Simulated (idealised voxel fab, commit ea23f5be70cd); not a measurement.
Process module, titled voxel wiring stack
Square cells of 5 nm make up the cross-section cut, whose width is 225 nm.
Think of the cross-section as a grid of square cells. We describe it in bands, top to bottom, and each band covers one or more rows of those cells.
This entry defines a band. It first specifies the height of the band's top and the height of its bottom in nm, and then specifies the band's materials from left to right, stating each material with its width in nm. The word "edge to edge" identifies a single material that fills the band from edge to edge, while the word "blank" identifies empty space.
Counting heights begins at 0, where everything beneath is, in the wafer as received, one material. The lowest band has no bottom; it goes on downwards, as "z 0 and below" shows.
When a width is written as two numbers, as in "30->40", the first number is the width in the top row of cells of the band and the second is the width in its bottom row, and the width changes by the same amount from each row to the next.
Take "no change" at face value: in the step it is given for, the cross-section changed in none of its cells.
"Enclosed empty spaces" lists enclosed empty spaces (at least 8 cells, no open path upward to the top), each as width x height at distance from the left edge, in nm.
What comes after the settings on a step's line is commentary from the simulator itself on that step.
For masked steps, "overlay nm" on the step line gives how far right of plan the mask actually lay; a minus sign means it lay to the left.
## Process steps (planned)
1. RECEIVE: material Si
2. CONFORMAL_DEP: material SiO2, thk nm 10
3. CONFORMAL_DEP: material SiCN, thk nm 5
4. DIRECTIONAL_DEP: material SiO2, thk nm 25
5. MASKED_ETCH: tone open, mask id METAL_1, width nm 25, pitch nm 45, etch materials SiO2, depth nm 25, overlay nm 0
6. MASKED_ETCH: tone open, mask id METAL_1, width nm 25, pitch nm 45, etch materials SiCN, depth nm 5, overlay nm 0
7. CONFORMAL_DEP: material TiN, thk nm 5
8. FILL_DEP: material Ru, thk nm 5
9. CMP: height nm 40
10. CONFORMAL_DEP: material SiCN, thk nm 5
11. DIRECTIONAL_DEP: material lowk, thk nm 30
12. PATTERN: tone open, mask id METAL_2_HOLES, material resist, width nm 15, thk nm 20, overlay nm 0
13. DIRECTIONAL_ETCH: etch materials lowk, depth nm 30
14. STRIP: etch materials resist
15. PATTERN: tone open, mask id METAL_2, material resist, width nm 25, pitch nm 45, thk nm 15, overlay nm 0
16. DIRECTIONAL_ETCH: etch materials lowk, depth nm 15
17. DIRECTIONAL_ETCH: etch materials SiCN, depth nm 5
18. STRIP: etch materials resist
19. CONFORMAL_DEP: material TiN, thk nm 5
20. FILL_DEP: material Cu, thk nm 5
21. CMP: height nm 75
22. CONFORMAL_DEP: material SiCN, thk nm 5
23. DIRECTIONAL_DEP: material SiO2, thk nm 20
24. PATTERN: tone open, mask id PLUG_2, material resist, width nm 15, pitch nm 45, thk nm 20, overlay nm 0
25. DIRECTIONAL_ETCH: etch materials SiO2, depth nm 20
26. DIRECTIONAL_ETCH: etch materials SiCN, depth nm 5
27. STRIP: etch materials resist
28. EPI: material Ru, thk nm 10
29. EPI: material Ru, thk nm 10
30. EPI: material Ru, thk nm 5
31. DIRECTIONAL_DEP: material TiN, thk nm 5
32. DIRECTIONAL_DEP: material Ru, thk nm 20
33. DIRECTIONAL_DEP: material aC, thk nm 15
34. PATTERN: tone cover, mask id METAL_3, material resist, width nm 25, pitch nm 45, thk nm 30, overlay nm 0
35. DIRECTIONAL_ETCH: etch materials aC, depth nm 15
36. STRIP: etch materials resist
37. DIRECTIONAL_ETCH: etch materials Ru, depth nm 20
38. DIRECTIONAL_ETCH: etch materials TiN, depth nm 5
39. STRIP: etch materials aC
40. FILL_DEP: material SiO2, thk nm 10
41. CMP: height nm 125
42. CONFORMAL_DEP: material SiCN, thk nm 5
## First wafer of two (run as planned)
## As received (post step 1): cross-section
	z 0 and below  Si edge to edge
	Enclosed empty spaces: none
## So this is the wafer cross-section right after step 2
	z 10 to 0  SiO2 edge to edge
	Nothing below the height 0 has changed.
## So this is the wafer cross-section right after step 3
	z 15 to 10  SiCN edge to edge
	Nothing below the height 10 has changed.
## So this is the wafer cross-section right after step 4
	z 40 to 15  SiO2 edge to edge
	Nothing below the height 15 has changed.
## So this is the wafer cross-section right after step 5
	z 40 to 15  75 of SiO2, 25 of blank, 20 of SiO2, 25 of blank, 80 of SiO2
	Nothing below the height 15 has changed.
## So this is the wafer cross-section right after step 6
	z 40 to 15  75 of SiO2, 25 of blank, 20 of SiO2, 25 of blank, 80 of SiO2
	z 15 to 10  75 of SiCN, 25 of blank, 20 of SiCN, 25 of blank, 80 of SiCN
	Nothing below the height 10 has changed.
## So this is the wafer cross-section right after step 7
	z 45 to 40  80 of TiN, 15 of blank, 30 of TiN, 15 of blank, 85 of TiN
	z 40 to 15  75 of SiO2, 5 of TiN, 15 of blank, 5 of TiN, 20 of SiO2, 5 of TiN, 15 of blank, 5 of TiN, 80 of SiO2
	z 15 to 10  75 of SiCN, 25 of TiN, 20 of SiCN, 25 of TiN, 80 of SiCN
	Nothing below the height 10 has changed.
## So this is the wafer cross-section right after step 8
	z 50 to 45  Ru edge to edge
	z 45 to 40  80 of TiN, 15 of Ru, 30 of TiN, 15 of Ru, 85 of TiN
	z 40 to 15  75 of SiO2, 5 of TiN, 15 of Ru, 5 of TiN, 20 of SiO2, 5 of TiN, 15 of Ru, 5 of TiN, 80 of SiO2
	Nothing below the height 15 has changed.
## So this is the wafer cross-section right after step 9
	z 40 to 15  75 of SiO2, 5 of TiN, 15 of Ru, 5 of TiN, 20 of SiO2, 5 of TiN, 15 of Ru, 5 of TiN, 80 of SiO2
	Nothing below the height 15 has changed.
## So this is the wafer cross-section right after step 10
	z 45 to 40  SiCN edge to edge
	Nothing below the height 40 has changed.
## So this is the wafer cross-section right after step 11
	z 75 to 45  lowk edge to edge
	Nothing below the height 45 has changed.
## So this is the wafer cross-section right after step 12
	z 95 to 75  75 of resist, 15 of blank, 135 of resist
	Nothing below the height 75 has changed.
## So this is the wafer cross-section right after step 13
	z 95 to 75  75 of resist, 15 of blank, 135 of resist
	z 75 to 45  75 of lowk, 15 of blank, 135 of lowk
	Nothing below the height 45 has changed.
## So this is the wafer cross-section right after step 14
	z 75 to 45  75 of lowk, 15 of blank, 135 of lowk
	Nothing below the height 45 has changed.
## So this is the wafer cross-section right after step 15
	z 90 to 75  75 of resist, 25 of blank, 20 of resist, 25 of blank, 80 of resist
	Nothing below the height 75 has changed.
## So this is the wafer cross-section right after step 16
	z 90 to 75  75 of resist, 25 of blank, 20 of resist, 25 of blank, 80 of resist
	z 75 to 60  75 of lowk, 25 of blank, 20 of lowk, 25 of blank, 80 of lowk
	Nothing below the height 60 has changed.
## So this is the wafer cross-section right after step 17
	z 90 to 75  75 of resist, 25 of blank, 20 of resist, 25 of blank, 80 of resist
	z 75 to 60  75 of lowk, 25 of blank, 20 of lowk, 25 of blank, 80 of lowk
	z 60 to 45  75 of lowk, 15 of blank, 135 of lowk
	z 45 to 40  75 of SiCN, 15 of blank, 135 of SiCN
	Nothing below the height 40 has changed.
## So this is the wafer cross-section right after step 18
	z 75 to 60  75 of lowk, 25 of blank, 20 of lowk, 25 of blank, 80 of lowk
	Nothing below the height 60 has changed.
## So this is the wafer cross-section right after step 19
	z 80 to 75  80 of TiN, 15 of blank, 30 of TiN, 15 of blank, 85 of TiN
	z 75 to 65  75 of lowk, 5 of TiN, 15 of blank, 5 of TiN, 20 of lowk, 5 of TiN, 15 of blank, 5 of TiN, 80 of lowk
	z 65 to 60  75 of lowk, 5 of TiN, 5 of blank, 15 of TiN, 20 of lowk, 25 of TiN, 80 of lowk
	z 60 to 45  75 of lowk, 5 of TiN, 5 of blank, 5 of TiN, 135 of lowk
	z 45 to 40  75 of SiCN, 15 of TiN, 135 of SiCN
	Nothing below the height 40 has changed.
## So this is the wafer cross-section right after step 20
	z 85 to 80  Cu edge to edge
	z 80 to 75  80 of TiN, 15 of Cu, 30 of TiN, 15 of Cu, 85 of TiN
	z 75 to 65  75 of lowk, 5 of TiN, 15 of Cu, 5 of TiN, 20 of lowk, 5 of TiN, 15 of Cu, 5 of TiN, 80 of lowk
	z 65 to 60  75 of lowk, 5 of TiN, 5 of Cu, 15 of TiN, 20 of lowk, 25 of TiN, 80 of lowk
	z 60 to 45  75 of lowk, 5 of TiN, 5 of Cu, 5 of TiN, 135 of lowk
	Nothing below the height 45 has changed.
## So this is the wafer cross-section right after step 21
	z 75 to 65  75 of lowk, 5 of TiN, 15 of Cu, 5 of TiN, 20 of lowk, 5 of TiN, 15 of Cu, 5 of TiN, 80 of lowk
	Nothing below the height 65 has changed.
## So this is the wafer cross-section right after step 22
	z 80 to 75  SiCN edge to edge
	Nothing below the height 75 has changed.
## So this is the wafer cross-section right after step 23
	z 100 to 80  SiO2 edge to edge
	Nothing below the height 80 has changed.
## So this is the wafer cross-section right after step 24
	z 120 to 100  75 of resist, 15 of blank, 30 of resist, 15 of blank, 90 of resist
	Nothing below the height 100 has changed.
## So this is the wafer cross-section right after step 25
	z 120 to 100  75 of resist, 15 of blank, 30 of resist, 15 of blank, 90 of resist
	z 100 to 80  75 of SiO2, 15 of blank, 30 of SiO2, 15 of blank, 90 of SiO2
	Nothing below the height 80 has changed.
## So this is the wafer cross-section right after step 26
	z 120 to 100  75 of resist, 15 of blank, 30 of resist, 15 of blank, 90 of resist
	z 100 to 80  75 of SiO2, 15 of blank, 30 of SiO2, 15 of blank, 90 of SiO2
	z 80 to 75  75 of SiCN, 15 of blank, 30 of SiCN, 15 of blank, 90 of SiCN
	Nothing below the height 75 has changed.
## So this is the wafer cross-section right after step 27
	z 100 to 80  75 of SiO2, 15 of blank, 30 of SiO2, 15 of blank, 90 of SiO2
	Nothing below the height 80 has changed.
## So this is the wafer cross-section right after step 28
	z 100 to 85  75 of SiO2, 15 of blank, 30 of SiO2, 15 of blank, 90 of SiO2
	z 85 to 80  75 of SiO2, 15 of Ru, 30 of SiO2, 15 of Ru, 90 of SiO2
	z 80 to 75  75 of SiCN, 15 of Ru, 30 of SiCN, 15 of Ru, 90 of SiCN
	Nothing below the height 75 has changed.
## So this is the wafer cross-section right after step 29
	z 100 to 95  75 of SiO2, 15 of blank, 30 of SiO2, 15 of blank, 90 of SiO2
	z 95 to 80  75 of SiO2, 15 of Ru, 30 of SiO2, 15 of Ru, 90 of SiO2
	Nothing below the height 80 has changed.
## So this is the wafer cross-section right after step 30
	z 100 to 80  75 of SiO2, 15 of Ru, 30 of SiO2, 15 of Ru, 90 of SiO2
	Nothing below the height 80 has changed.
## So this is the wafer cross-section right after step 31
	z 105 to 100  TiN edge to edge
	Nothing below the height 100 has changed.
## So this is the wafer cross-section right after step 32
	z 125 to 105  Ru edge to edge
	Nothing below the height 105 has changed.
## So this is the wafer cross-section right after step 33
	z 140 to 125  aC edge to edge
	Nothing below the height 125 has changed.
## So this is the wafer cross-section right after step 34
	z 170 to 140  75 of blank, 25 of resist, 20 of blank, 25 of resist, 80 of blank
	Nothing below the height 140 has changed.
## So this is the wafer cross-section right after step 35
	z 155 to 140  75 of blank, 25 of resist, 20 of blank, 25 of resist, 80 of blank
	z 140 to 125  75 of blank, 25 of aC, 20 of blank, 25 of aC, 80 of blank
	Nothing below the height 125 has changed.
## So this is the wafer cross-section right after step 36
	z 140 to 125  75 of blank, 25 of aC, 20 of blank, 25 of aC, 80 of blank
	Nothing below the height 125 has changed.
## So this is the wafer cross-section right after step 37
	z 140 to 125  75 of blank, 25 of aC, 20 of blank, 25 of aC, 80 of blank
	z 125 to 105  75 of blank, 25 of Ru, 20 of blank, 25 of Ru, 80 of blank
	Nothing below the height 105 has changed.
## So this is the wafer cross-section right after step 38
	z 140 to 125  75 of blank, 25 of aC, 20 of blank, 25 of aC, 80 of blank
	z 125 to 105  75 of blank, 25 of Ru, 20 of blank, 25 of Ru, 80 of blank
	z 105 to 100  75 of blank, 25 of TiN, 20 of blank, 25 of TiN, 80 of blank
	Nothing below the height 100 has changed.
## So this is the wafer cross-section right after step 39
	z 125 to 105  75 of blank, 25 of Ru, 20 of blank, 25 of Ru, 80 of blank
	Nothing below the height 105 has changed.
## So this is the wafer cross-section right after step 40
	z 135 to 125  SiO2 edge to edge
	z 125 to 105  75 of SiO2, 25 of Ru, 20 of SiO2, 25 of Ru, 80 of SiO2
	z 105 to 100  75 of SiO2, 25 of TiN, 20 of SiO2, 25 of TiN, 80 of SiO2
	Nothing below the height 100 has changed.
## So this is the wafer cross-section right after step 41
	z 125 to 105  75 of SiO2, 25 of Ru, 20 of SiO2, 25 of Ru, 80 of SiO2
	Nothing below the height 105 has changed.
## So this is the wafer cross-section right after step 42
	z 130 to 125  SiCN edge to edge
	Nothing below the height 125 has changed.
## Here the second wafer is described. Its start and its plan were those of the first wafer. Its run contained one mistake. Up to and including step 30, it did exactly what the first wafer did
## Cross-section, second wafer, at the end time the plan gives for step 31
	z 120 to 100  Ru edge to edge
	Nothing below the height 100 has changed.
## Cross-section, second wafer, at the end time the plan gives for step 32
	z 125 to 120  TiN edge to edge
	Nothing below the height 120 has changed.
## Cross-section, second wafer, at the end time the plan gives for step 33
	z 140 to 125  aC edge to edge
	Nothing below the height 125 has changed.
## Cross-section, second wafer, at the end time the plan gives for step 34
	z 170 to 140  75 of blank, 25 of resist, 20 of blank, 25 of resist, 80 of blank
	Nothing below the height 140 has changed.
## Cross-section, second wafer, at the end time the plan gives for step 35
	z 155 to 140  75 of blank, 25 of resist, 20 of blank, 25 of resist, 80 of blank
	z 140 to 125  75 of blank, 25 of aC, 20 of blank, 25 of aC, 80 of blank
	Nothing below the height 125 has changed.
## Cross-section, second wafer, at the end time the plan gives for step 36
	z 140 to 125  75 of blank, 25 of aC, 20 of blank, 25 of aC, 80 of blank
	Nothing below the height 125 has changed.
Cross-section, second wafer, at the end time the plan gives for step 37: no change
## Cross-section, second wafer, at the end time the plan gives for step 38
	z 140 to 125  75 of blank, 25 of aC, 20 of blank, 25 of aC, 80 of blank
	z 125 to 120  75 of blank, 25 of TiN, 20 of blank, 25 of TiN, 80 of blank
	Nothing below the height 120 has changed.
## Cross-section, second wafer, at the end time the plan gives for step 39
	z 125 to 120  75 of blank, 25 of TiN, 20 of blank, 25 of TiN, 80 of blank
	Nothing below the height 120 has changed.
## Cross-section, second wafer, at the end time the plan gives for step 40
	z 135 to 125  SiO2 edge to edge
	z 125 to 120  75 of SiO2, 25 of TiN, 20 of SiO2, 25 of TiN, 80 of SiO2
	Nothing below the height 120 has changed.
## Cross-section, second wafer, at the end time the plan gives for step 41
	z 125 to 120  75 of SiO2, 25 of TiN, 20 of SiO2, 25 of TiN, 80 of SiO2
	Nothing below the height 120 has changed.
## Cross-section, second wafer, at the end time the plan gives for step 42
	z 130 to 125  SiCN edge to edge
	Nothing below the height 125 has changed.
Here's what went sideways: steps 31 and 32 of the plan were run in the wrong order, each in the other's place
The second wafer ends with more or fewer cells of some materials than the first, per final count: +140 Ru | -140 SiO2
